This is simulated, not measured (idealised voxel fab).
Process module under the name voxel gate over fins
The cross-section on display is named cut; it measures 175 nm wide, and its cells are 5 nm squares.
Cross-section, as written here: a square-cell grid given band by band from the top down, where a band holds one or more rows of cells. Top height, bottom height, nm. Materials left to right, width each, nm. Single material + "everywhere" = fills band edge to edge. "blank" = empty. Zero point of the height axis is 0; under it, received wafer = one material. Lowest band: continues down indefinitely, "top 0, no bottom". When a width is written as two numbers, as in "30->40", the first number is the width in the top row of cells of the band and the second is the width in its bottom row, and the width changes by the same amount from each row to the next. Any step labelled "all unchanged" changed none of the cells in the cross-section. Heads up: "Enclosed void catalog" only lists the empty pockets with no open path to the top that are 8 cells or more, and it writes them as width x height at distance, distance from the left edge, in nm. Formally, on a step line, whatever follows the settings is a remark that the simulator itself makes on the step. For masked steps, "overlay nm" on the step line gives how far right of plan the mask actually lay; a minus sign means it lay to the left.
Here's what the planned process steps look like:
| 1 | RECEIVE [material Si] |
| 2 | CONFORMAL_DEP [material SiN] [thk nm 5] |
| 3 | DIRECTIONAL_DEP [material aC] [thk nm 15] |
| 4 | PATTERN [tone cover] [mask id FINS] [material resist] [width nm 15] [pitch nm 35] [thk nm 35] [overlay nm 0] |
| 5 | DIRECTIONAL_ETCH [etch materials aC] [depth nm 15] |
| 6 | STRIP [etch materials resist] |
| 7 | DIRECTIONAL_ETCH [etch materials SiN] [depth nm 5] |
| 8 | DIRECTIONAL_ETCH [etch materials Si] [depth nm 30] |
| 9 | STRIP [etch materials aC] |
| 10 | FILL_DEP [material SiO2] [thk nm 5] |
| 11 | CMP [height nm 5] |
| 12 | SELECTIVE_ETCH [etch materials SiO2] [depth nm 20] |
| 13 | STRIP [etch materials SiN] |
| 14 | CONFORMAL_DEP [material HfO2] [thk nm 5] |
| 15 | CONFORMAL_DEP [material TiN] [thk nm 5] |
| 16 | FILL_DEP [material W] [thk nm 10] |
| 17 | CMP [height nm 15] |
| 18 | CONFORMAL_DEP [material SiCN] [thk nm 10] |
First of two wafers - as planned:
Wafer at receipt (post step 1), cross-section:
> top 0, no bottom = Si everywhere
> Enclosed void catalog: none
You're looking at a cross-section of the wafer after step 2:
> top 5, bottom 0 = SiN everywhere
> Below a height of 0, the structure has not been altered.
You're looking at a cross-section of the wafer after step 3:
> top 20, bottom 5 = aC everywhere
> Below a height of 5, the structure has not been altered.
You're looking at a cross-section of the wafer after step 4:
> top 55, bottom 20 = blank 60  resist 15  blank 20  resist 15  blank 65
> Below a height of 20, the structure has not been altered.
You're looking at a cross-section of the wafer after step 5:
> top 40, bottom 20 = blank 60  resist 15  blank 20  resist 15  blank 65
> top 20, bottom 5 = blank 60  aC 15  blank 20  aC 15  blank 65
> Below a height of 5, the structure has not been altered.
You're looking at a cross-section of the wafer after step 6:
> top 20, bottom 5 = blank 60  aC 15  blank 20  aC 15  blank 65
> Below a height of 5, the structure has not been altered.
You're looking at a cross-section of the wafer after step 7:
> top 20, bottom 5 = blank 60  aC 15  blank 20  aC 15  blank 65
> top 5, bottom 0 = blank 60  SiN 15  blank 20  SiN 15  blank 65
> Below a height of 0, the structure has not been altered.
You're looking at a cross-section of the wafer after step 8:
> top 20, bottom 5 = blank 60  aC 15  blank 20  aC 15  blank 65
> top 5, bottom 0 = blank 60  SiN 15  blank 20  SiN 15  blank 65
> top 0, bottom -30 = blank 60  Si 15  blank 20  Si 15  blank 65
> Below a height of -30, the structure has not been altered.
You're looking at a cross-section of the wafer after step 9:
> top 5, bottom 0 = blank 60  SiN 15  blank 20  SiN 15  blank 65
> Below a height of 0, the structure has not been altered.
You're looking at a cross-section of the wafer after step 10:
> top 10, bottom 5 = SiO2 everywhere
> top 5, bottom 0 = SiO2 60  SiN 15  SiO2 20  SiN 15  SiO2 65
> top 0, bottom -30 = SiO2 60  Si 15  SiO2 20  Si 15  SiO2 65
> Below a height of -30, the structure has not been altered.
You're looking at a cross-section of the wafer after step 11:
> top 5, bottom 0 = SiO2 60  SiN 15  SiO2 20  SiN 15  SiO2 65
> Below a height of 0, the structure has not been altered.
You're looking at a cross-section of the wafer after step 12:
> top 5, bottom 0 = blank 60  SiN 15  blank 20  SiN 15  blank 65
> top 0, bottom -15 = blank 60  Si 15  blank 20  Si 15  blank 65
> Below a height of -15, the structure has not been altered.
You're looking at a cross-section of the wafer after step 13:
> top 0, bottom -15 = blank 60  Si 15  blank 20  Si 15  blank 65
> Below a height of -15, the structure has not been altered.
You're looking at a cross-section of the wafer after step 14:
> top 5, bottom 0 = blank 55  HfO2 25  blank 10  HfO2 25  blank 60
> top 0, bottom -10 = blank 55  HfO2 5  Si 15  HfO2 5  blank 10  HfO2 5  Si 15  HfO2 5  blank 60
> top -10, bottom -15 = HfO2 60  Si 15  HfO2 20  Si 15  HfO2 65
> Below a height of -15, the structure has not been altered.
You're looking at a cross-section of the wafer after step 15:
> top 10, bottom 5 = blank 50  TiN 70  blank 55
> top 5, bottom 0 = blank 50  TiN 5  HfO2 25  TiN 10  HfO2 25  TiN 5  blank 55
> top 0, bottom -5 = blank 50  TiN 5  HfO2 5  Si 15  HfO2 5  TiN 10  HfO2 5  Si 15  HfO2 5  TiN 5  blank 55
> top -5, bottom -10 = TiN 55  HfO2 5  Si 15  HfO2 5  TiN 10  HfO2 5  Si 15  HfO2 5  TiN 60
> Below a height of -10, the structure has not been altered.
You're looking at a cross-section of the wafer after step 16:
> top 20, bottom 10 = W everywhere
> top 10, bottom 5 = W 50  TiN 70  W 55
> top 5, bottom 0 = W 50  TiN 5  HfO2 25  TiN 10  HfO2 25  TiN 5  W 55
> top 0, bottom -5 = W 50  TiN 5  HfO2 5  Si 15  HfO2 5  TiN 10  HfO2 5  Si 15  HfO2 5  TiN 5  W 55
> Below a height of -5, the structure has not been altered.
You're looking at a cross-section of the wafer after step 17:
> top 15, bottom 10 = W everywhere
> Below a height of 10, the structure has not been altered.
You're looking at a cross-section of the wafer after step 18:
> top 25, bottom 15 = SiCN everywhere
> Below a height of 15, the structure has not been altered.
Okay, second wafer. Nothing different at the start, nothing different in the plan, just one mistake somewhere in the running. As far as step 3, counting that step, it's the first wafer all over again:
Second wafer: cross-section at the scheduled end of step 4:
> top 55, bottom 20 = blank 70  resist 15  blank 20  resist 15  blank 55
> Below a height of 20, the structure has not been altered.
Second wafer: cross-section at the scheduled end of step 5:
> top 40, bottom 20 = blank 70  resist 15  blank 20  resist 15  blank 55
> top 20, bottom 5 = blank 70  aC 15  blank 20  aC 15  blank 55
> Below a height of 5, the structure has not been altered.
Second wafer: cross-section at the scheduled end of step 6:
> top 20, bottom 5 = blank 70  aC 15  blank 20  aC 15  blank 55
> Below a height of 5, the structure has not been altered.
Second wafer: cross-section at the scheduled end of step 7:
> top 20, bottom 5 = blank 70  aC 15  blank 20  aC 15  blank 55
> top 5, bottom 0 = blank 70  SiN 15  blank 20  SiN 15  blank 55
> Below a height of 0, the structure has not been altered.
Second wafer: cross-section at the scheduled end of step 8:
> top 20, bottom 5 = blank 70  aC 15  blank 20  aC 15  blank 55
> top 5, bottom 0 = blank 70  SiN 15  blank 20  SiN 15  blank 55
> top 0, bottom -30 = blank 70  Si 15  blank 20  Si 15  blank 55
> Below a height of -30, the structure has not been altered.
Second wafer: cross-section at the scheduled end of step 9:
> top 5, bottom 0 = blank 70  SiN 15  blank 20  SiN 15  blank 55
> Below a height of 0, the structure has not been altered.
Second wafer: cross-section at the scheduled end of step 10:
> top 10, bottom 5 = SiO2 everywhere
> top 5, bottom 0 = SiO2 70  SiN 15  SiO2 20  SiN 15  SiO2 55
> top 0, bottom -30 = SiO2 70  Si 15  SiO2 20  Si 15  SiO2 55
> Below a height of -30, the structure has not been altered.
Second wafer: cross-section at the scheduled end of step 11:
> top 5, bottom 0 = SiO2 70  SiN 15  SiO2 20  SiN 15  SiO2 55
> Below a height of 0, the structure has not been altered.
Second wafer: cross-section at the scheduled end of step 12:
> top 5, bottom 0 = blank 70  SiN 15  blank 20  SiN 15  blank 55
> top 0, bottom -15 = blank 70  Si 15  blank 20  Si 15  blank 55
> Below a height of -15, the structure has not been altered.
Second wafer: cross-section at the scheduled end of step 13:
> top 0, bottom -15 = blank 70  Si 15  blank 20  Si 15  blank 55
> Below a height of -15, the structure has not been altered.
Second wafer: cross-section at the scheduled end of step 14:
> top 5, bottom 0 = blank 65  HfO2 25  blank 10  HfO2 25  blank 50
> top 0, bottom -10 = blank 65  HfO2 5  Si 15  HfO2 5  blank 10  HfO2 5  Si 15  HfO2 5  blank 50
> top -10, bottom -15 = HfO2 70  Si 15  HfO2 20  Si 15  HfO2 55
> Below a height of -15, the structure has not been altered.
Second wafer: cross-section at the scheduled end of step 15:
> top 10, bottom 5 = blank 60  TiN 70  blank 45
> top 5, bottom 0 = blank 60  TiN 5  HfO2 25  TiN 10  HfO2 25  TiN 5  blank 45
> top 0, bottom -5 = blank 60  TiN 5  HfO2 5  Si 15  HfO2 5  TiN 10  HfO2 5  Si 15  HfO2 5  TiN 5  blank 45
> top -5, bottom -10 = TiN 65  HfO2 5  Si 15  HfO2 5  TiN 10  HfO2 5  Si 15  HfO2 5  TiN 50
> Below a height of -10, the structure has not been altered.
Second wafer: cross-section at the scheduled end of step 16:
> top 20, bottom 10 = W everywhere
> top 10, bottom 5 = W 60  TiN 70  W 45
> top 5, bottom 0 = W 60  TiN 5  HfO2 25  TiN 10  HfO2 25  TiN 5  W 45
> top 0, bottom -5 = W 60  TiN 5  HfO2 5  Si 15  HfO2 5  TiN 10  HfO2 5  Si 15  HfO2 5  TiN 5  W 45
> Below a height of -5, the structure has not been altered.
Second wafer: cross-section at the scheduled end of step 17:
> top 15, bottom 10 = W everywhere
> Below a height of 10, the structure has not been altered.
Second wafer: cross-section at the scheduled end of step 18:
> top 25, bottom 15 = SiCN everywhere
> Below a height of 15, the structure has not been altered.
Short version of what went wrong: so step 4 ended up running with a different setting than we planned, it ran as PATTERN [tone cover] [mask id FINS] [material resist] [width nm 15] [pitch nm 35] [thk nm 35] [overlay nm 10]
The two final wafers agree on how many cells each material fills and disagree on which cells those are.
